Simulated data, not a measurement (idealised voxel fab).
process module | voxel ribs on slabs
cross-section cut | 200 nm wide | cells 5 nm
A cross-section is a grid of square cells, given in bands from the top down. A band is one or more rows of cells.
Each band's line starts with the height of the band's top and of its bottom, in nm. Then come its materials from left to right, each with its width in nm. One material with "throughout" fills the band from edge to edge. "air" is empty space.
Height 0 is the level under which the wafer as received is all one material. The lowest band goes on downwards, as in "0 down".
A width such as "30 to 40" changes by the same amount from each row of cells to the next, from the band's top row to its bottom row.
"no change" after a step means that no cell of the cross-section changed.
closed voids: empty space of 8 cells or more with no open way to the top, each as width x height at its distance from the left edge, in nm
after a step's settings: what the simulator itself notes on the step
overlay nm, on a step with a mask: how far to the right of its planned place the mask lay; to the left if negative
plan
1 op RECEIVE | material Si
2 op DIRECTIONAL_DEP | material SiO2 | thk nm 30
3 op DIRECTIONAL_DEP | material SiN | thk nm 15
4 op PATTERN | tone cover | mask id RIB | material resist | width nm 30 | thk nm 20 | overlay nm 0
5 op DIRECTIONAL_ETCH | etch materials SiN | depth nm 5
6 op STRIP | etch materials resist
7 op PATTERN | tone cover | mask id SLAB | material resist | width nm 70 | thk nm 20 | overlay nm 0
8 op DIRECTIONAL_ETCH | etch materials SiN | depth nm 10
9 op STRIP | etch materials resist
10 op FILL_DEP | material SiO2 | thk nm 25
11 op CMP | height nm 60
12 op DIRECTIONAL_DEP | material TiN | thk nm 5
13 op PATTERN | tone cover | mask id HEATER | material resist | width nm 40 | thk nm 15 | overlay nm 0
14 op DIRECTIONAL_ETCH | etch materials TiN | depth nm 5
15 op STRIP | etch materials resist
16 op CONFORMAL_DEP | material SiO2 | thk nm 10
as received, after step 1
  0 down: Si throughout
  closed voids: none
first wafer at the end, as planned
  75 to 70: air 70 | SiO2 60 | air 70
  70 to 65: SiO2 throughout
  65 to 60: SiO2 80 | TiN 40 | SiO2 80
  60 to 45: SiO2 throughout
  45 to 40: SiO2 85 | SiN 30 | SiO2 85
  40 to 30: SiO2 65 | SiN 70 | SiO2 65
  30 to 0: SiO2 throughout
  0 down: Si throughout
  closed voids: none
second wafer at the end: like start, like plan, one mistake
  75 to 70: air 65 | SiO2 60 | air 75
  70 to 65: SiO2 throughout
  65 to 60: SiO2 75 | TiN 40 | SiO2 85
  60 to 45: SiO2 throughout
  45 to 40: SiO2 85 | SiN 30 | SiO2 85
  40 to 30: SiO2 65 | SiN 70 | SiO2 65
  30 to 0: SiO2 throughout
  0 down: Si throughout
  closed voids: none
what went wrong: step 13 ran as: op PATTERN | tone cover | mask id HEATER | material resist | width nm 40 | thk nm 15 | overlay nm -5
at the end the second wafer has, in cells: as many of each material as the first, in other places
